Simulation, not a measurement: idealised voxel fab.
Name of the process module below: voxel wiring stack
Section shown: cut. Width: 170 nm. Cell size: 5 nm, square.
This document writes a cross-section as a grid whose cells are square, and gives it as bands, listed from the top down; one or more rows of cells form a band. Band: top and bottom heights (nm) first, top before bottom; then materials from left to right, widths in nm. "full width" marks a sole material filling the band edge to edge. "air" denotes empty space. Where do heights start? At 0: under that level the wafer as delivered is made of one material only. And the lowest band has no floor; it just carries on downward, as in "z 0 and below". A width given as "30 to 40" starts at the first number in the band's top row and ends at the second number in its bottom row, shifting by an equal amount at every step from row to row. Reading "nothing different" for a step: not a cell of the cross-section changed in it. Each empty space that has no open way to the top and spans at least 8 cells appears under "Cavities, closed" as width x height at distance, the distance counted from the left edge, all in nm. Note: text after step settings on the step line = simulator remark on that step. The optional step-line setting "overlay nm" applies to steps with a mask and quantifies how far to the right of its planned location the mask lay, a negative value indicating leftward placement.

**Below is the list of planned process steps**
1) RECEIVE,material Si
2) CONFORMAL_DEP,material SiO2,thk nm 15
3) DIRECTIONAL_DEP,material TiN,thk nm 5
4) DIRECTIONAL_DEP,material Ru,thk nm 15
5) PATTERN,tone cover,mask id METAL_1,material resist,width nm 25,pitch nm 40,thk nm 15,overlay nm 0
6) DIRECTIONAL_ETCH,etch materials Ru,depth nm 15
7) DIRECTIONAL_ETCH,etch materials TiN,depth nm 5
8) STRIP,etch materials resist
9) CONFORMAL_DEP,material SiCN,thk nm 5
10) FILL_DEP,material lowk,thk nm 10
11) CMP,height nm 35
12) CONFORMAL_DEP,material SiCN,thk nm 5
13) DIRECTIONAL_DEP,material lowk,thk nm 10
14) PATTERN,tone open,mask id PLUG_1,material resist,width nm 15,thk nm 20,overlay nm 0
15) DIRECTIONAL_ETCH,etch materials lowk,depth nm 10
16) DIRECTIONAL_ETCH,etch materials SiCN,depth nm 5
17) STRIP,etch materials resist
18) CONFORMAL_DEP,material TiN,thk nm 5
19) FILL_DEP,material W,thk nm 10
20) CMP,height nm 50
21) DIRECTIONAL_DEP,material TiN,thk nm 5
22) DIRECTIONAL_DEP,material Ru,thk nm 25
23) DIRECTIONAL_DEP,material aC,thk nm 15
24) PATTERN,tone cover,mask id METAL_2,material resist,width nm 25,pitch nm 40,thk nm 30,overlay nm 0
25) DIRECTIONAL_ETCH,etch materials aC,depth nm 15
26) STRIP,etch materials resist
27) DIRECTIONAL_ETCH,etch materials Ru,depth nm 25
28) DIRECTIONAL_ETCH,etch materials TiN,depth nm 5
29) STRIP,etch materials aC
30) FILL_DEP,material lowk,thk nm 5
31) CMP,height nm 80
32) CONFORMAL_DEP,material SiCN,thk nm 5
33) DIRECTIONAL_DEP,material SiO2,thk nm 25
34) PATTERN,tone open,mask id METAL_3_HOLES,material resist,width nm 15,thk nm 15,overlay nm 0
35) DIRECTIONAL_ETCH,etch materials SiO2,depth nm 25
36) STRIP,etch materials resist
37) PATTERN,tone open,mask id METAL_3,material resist,width nm 25,pitch nm 40,thk nm 15,overlay nm 0
38) DIRECTIONAL_ETCH,etch materials SiO2,depth nm 15
39) DIRECTIONAL_ETCH,etch materials SiCN,depth nm 5
40) STRIP,etch materials resist
41) CONFORMAL_DEP,material TiN,thk nm 5
42) FILL_DEP,material Cu,thk nm 10
43) CMP,height nm 110
44) CONFORMAL_DEP,material SiN,thk nm 5

**Cross-section of the wafer as it came to us, i.e., already through step 1**
* z 0 and below: Si full width
* Cavities, closed: none

**Below is the wafer in cross-section after the module was completed. It began from the starting point shown above and followed the plan shown above, except that one mistake was made while running it**
* z 115 to 110: SiN full width
* z 110 to 100: SiO2=50 | TiN=5 | Cu=15 | TiN=5 | SiO2=15 | TiN=5 | Cu=15 | TiN=5 | SiO2=55
* z 100 to 95: SiO2=50 | TiN=5 | Cu=5 | TiN=15 | SiO2=15 | TiN=25 | SiO2=55
* z 95 to 85: SiO2=50 | TiN=5 | Cu=5 | TiN=5 | SiO2=105
* z 85 to 80: SiCN=50 | TiN=15 | SiCN=105
* z 80 to 55: lowk=50 | Ru=25 | lowk=15 | Ru=25 | lowk=55
* z 55 to 50: lowk=50 | TiN=25 | lowk=15 | TiN=25 | lowk=55
* z 50 to 40: lowk=50 | TiN=5 | W=5 | TiN=5 | lowk=105
* z 40 to 35: SiCN=50 | TiN=15 | SiCN=105
* z 35 to 30: lowk=45 | SiCN=35 | lowk=5 | SiCN=35 | lowk=50
* z 30 to 20: lowk=45 | SiCN=5 | Ru=25 | SiCN=5 | lowk=5 | SiCN=5 | Ru=25 | SiCN=5 | lowk=50
* z 20 to 15: SiCN=50 | TiN=25 | SiCN=15 | TiN=25 | SiCN=55
* z 15 to 0: SiO2 full width
* z 0 and below: Si full width
* Cavities, closed: none
Short version of what went wrong: step 4 was processed under conditions differing from the plan, specifically as DIRECTIONAL_DEP,material Ru,thk nm 10
